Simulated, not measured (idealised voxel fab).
process module | voxel wiring stack
cross-section cut | 195 nm wide | cells 5 nm
A cross-section is a grid of square cells, given in bands from the top down. A band is one or more rows of cells.
Each band's line starts with the height of the band's top and of its bottom, in nm. Then come its materials from left to right, each with its width in nm. One material with "throughout" fills the band from edge to edge. "air" is empty space.
Height 0 is the level under which the wafer as received is all one material. The lowest band goes on downwards, as in "0 down".
A width such as "30 to 40" changes by the same amount from each row of cells to the next, from the band's top row to its bottom row.
"no change" after a step means that no cell of the cross-section changed.
closed voids: empty space of 8 cells or more with no open way to the top, each as width x height at its distance from the left edge, in nm
after a step's settings: what the simulator itself notes on the step
overlay nm, on a step with a mask: how far to the right of its planned place the mask lay; to the left if negative
plan
1 op RECEIVE | material Si
2 op CONFORMAL_DEP | material SiO2 | thk nm 15
3 op CONFORMAL_DEP | material SiCN | thk nm 5
4 op DIRECTIONAL_DEP | material lowk | thk nm 20
5 op MASKED_ETCH | tone open | mask id METAL_1 | width nm 25 | pitch nm 40 | etch materials lowk | depth nm 20 | overlay nm 0
6 op MASKED_ETCH | tone open | mask id METAL_1 | width nm 25 | pitch nm 40 | etch materials SiCN | depth nm 5 | overlay nm 0
7 op CONFORMAL_DEP | material TiN | thk nm 5
8 op FILL_DEP | material Cu | thk nm 10
9 op CMP | height nm 40
10 op EPI | material Ru | thk nm 5
11 op FILL_DEP | material SiCN | thk nm 5
12 op DIRECTIONAL_DEP | material lowk | thk nm 25
13 op DIRECTIONAL_DEP | material aC | thk nm 15
14 op PATTERN | tone open | mask id METAL_2 | material resist | width nm 25 | pitch nm 40 | thk nm 35 | overlay nm 0
15 op DIRECTIONAL_ETCH | etch materials aC | depth nm 15
16 op STRIP | etch materials resist
17 op DIRECTIONAL_ETCH | etch materials lowk | depth nm 15
18 op STRIP | etch materials aC
19 op PATTERN | tone open | mask id METAL_2_HOLES | material resist | width nm 15 | pitch nm 40 | thk nm 20 | overlay nm 0
20 op DIRECTIONAL_ETCH | etch materials lowk | depth nm 10
21 op DIRECTIONAL_ETCH | etch materials SiCN | depth nm 5
22 op STRIP | etch materials resist
23 op CONFORMAL_DEP | material TiN | thk nm 5
24 op FILL_DEP | material Cu | thk nm 10
25 op CMP | height nm 75
26 op CONFORMAL_DEP | material SiCN | thk nm 5
as received, after step 1
  0 down: Si throughout
  closed voids: none
a wafer at the end: this start, this plan, one mistake
  80 to 75: SiCN throughout
  75 to 65: lowk 65 | TiN 5 | Cu 15 | TiN 5 | lowk 15 | TiN 5 | Cu 15 | TiN 5 | lowk 65
  65 to 60: lowk 65 | TiN 5 | Cu 5 | TiN 15 | lowk 15 | TiN 5 | Cu 5 | TiN 15 | lowk 65
  60 to 50: lowk 65 | TiN 5 | Cu 5 | TiN 5 | lowk 25 | TiN 5 | Cu 5 | TiN 5 | lowk 75
  50 to 45: SiCN 65 | TiN 15 | SiCN 25 | TiN 15 | SiCN 75
  45 to 40: SiCN 55 | Ru 35 | SiCN 5 | Ru 35 | SiCN 65
  40 to 25: lowk 60 | TiN 5 | Cu 15 | TiN 5 | lowk 15 | TiN 5 | Cu 15 | TiN 5 | lowk 70
  25 to 20: lowk 60 | TiN 10 | Cu 10 | TiN 5 | lowk 15 | TiN 10 | Cu 10 | TiN 5 | lowk 70
  20 to 15: SiCN 65 | TiN 20 | SiCN 20 | TiN 20 | SiCN 70
  15 to 0: SiO2 throughout
  0 down: Si throughout
  closed voids: none
what went wrong: step 5 ran as: op MASKED_ETCH | tone open | mask id METAL_1 | width nm 25 | pitch nm 40 | etch materials lowk | depth nm 20 | overlay nm -5
